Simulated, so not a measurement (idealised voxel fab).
Documented hereafter: the process module known as voxel plated lines.
Cross-section cut: width 300 nm, square cells of 5 nm.
In this document a cross-section is written as a grid of square cells. It is given as a series of bands, listed from the top down, and a band is one or more rows of cells.
Basically the band line says how high the top is and how high the bottom is, in nm, and then what's in it from left to right, every material with its width in nm. Empty space shows up as "empty", and if a single material carries "everywhere" it runs the full band edge to edge.
Height 0 is the level under which the wafer as received is all one material. The lowest band goes on downwards, as in "0 nm and below".
So if you see something like "30 to 40" for the width, read it as the top row of the band sitting at the first number and the bottom row at the second, with every row in between moving by the same amount as the last.
Where the words "nothing got changed" appear for a step, the cross-section shows no cell changed by that step; every cell remained as before.
"Closed void list": sealed empty spaces, 8 cells or more, no open way to top, listed width x height at distance, with distance from the left edge and width, height and distance in nm.
Where a step's line continues beyond its settings, the continuation is a remark by the simulator itself on that step.
overlay nm: mask offset rightward from planned place, masked step; negative means leftward offset.

[The process steps that were planned are listed below]
- 1: RECEIVE with material Si
- 2: CONFORMAL_DEP with material Al2O3, thk nm 5
- 3: DIRECTIONAL_DEP with material TiN, thk nm 5
- 4: PATTERN with tone open, mask id LINES, material resist, width nm 20, pitch nm 35, thk nm 25, overlay nm 0
- 5: EPI with material Ru, thk nm 10
- 6: EPI with material Ru, thk nm 10
- 7: STRIP with etch materials resist
- 8: DIRECTIONAL_ETCH with etch materials TiN, depth nm 5
- 9: CONFORMAL_DEP with material SiN, thk nm 5

[Wafer as received: cross-section following step 1]
* 0 nm and below = Si everywhere
* Closed void list: none

[Looking at the first of two wafers in cross-section at end of module - ran to plan]
* 35 nm to 30 nm = empty 80; SiN 30; empty 5; SiN 30; empty 5; SiN 30; empty 5; SiN 30; empty 85
* 30 nm to 10 nm = empty 80; SiN 5; Ru 20; SiN 5; empty 5; SiN 5; Ru 20; SiN 5; empty 5; SiN 5; Ru 20; SiN 5; empty 5; SiN 5; Ru 20; SiN 5; empty 85
* 10 nm to 5 nm = SiN 85; TiN 20; SiN 15; TiN 20; SiN 15; TiN 20; SiN 15; TiN 20; SiN 90
* 5 nm to 0 nm = Al2O3 everywhere
* 0 nm and below = Si everywhere
* Closed void list: none

[Same start, same plan as the first wafer - but one mistake in the run. Cross-section of the second of the two at the end of the module]
* 35 nm to 30 nm = empty 85; SiN 25; empty 10; SiN 25; empty 10; SiN 25; empty 10; SiN 25; empty 85
* 30 nm to 10 nm = empty 85; SiN 5; Ru 15; SiN 5; empty 10; SiN 5; Ru 15; SiN 5; empty 10; SiN 5; Ru 15; SiN 5; empty 10; SiN 5; Ru 15; SiN 5; empty 85
* 10 nm to 5 nm = SiN 90; TiN 15; SiN 20; TiN 15; SiN 20; TiN 15; SiN 20; TiN 15; SiN 90
* 5 nm to 0 nm = Al2O3 everywhere
* 0 nm and below = Si everywhere
* Closed void list: none
So what did we get wrong on this run? note that step 4 departed from the planned setting and was carried out as PATTERN with tone open, mask id LINES, material resist, width nm 15, pitch nm 35, thk nm 25, overlay nm 0
Heads up, by the end the second wafer has more or fewer cells of some materials compared to the first: Ru -16; TiN -4
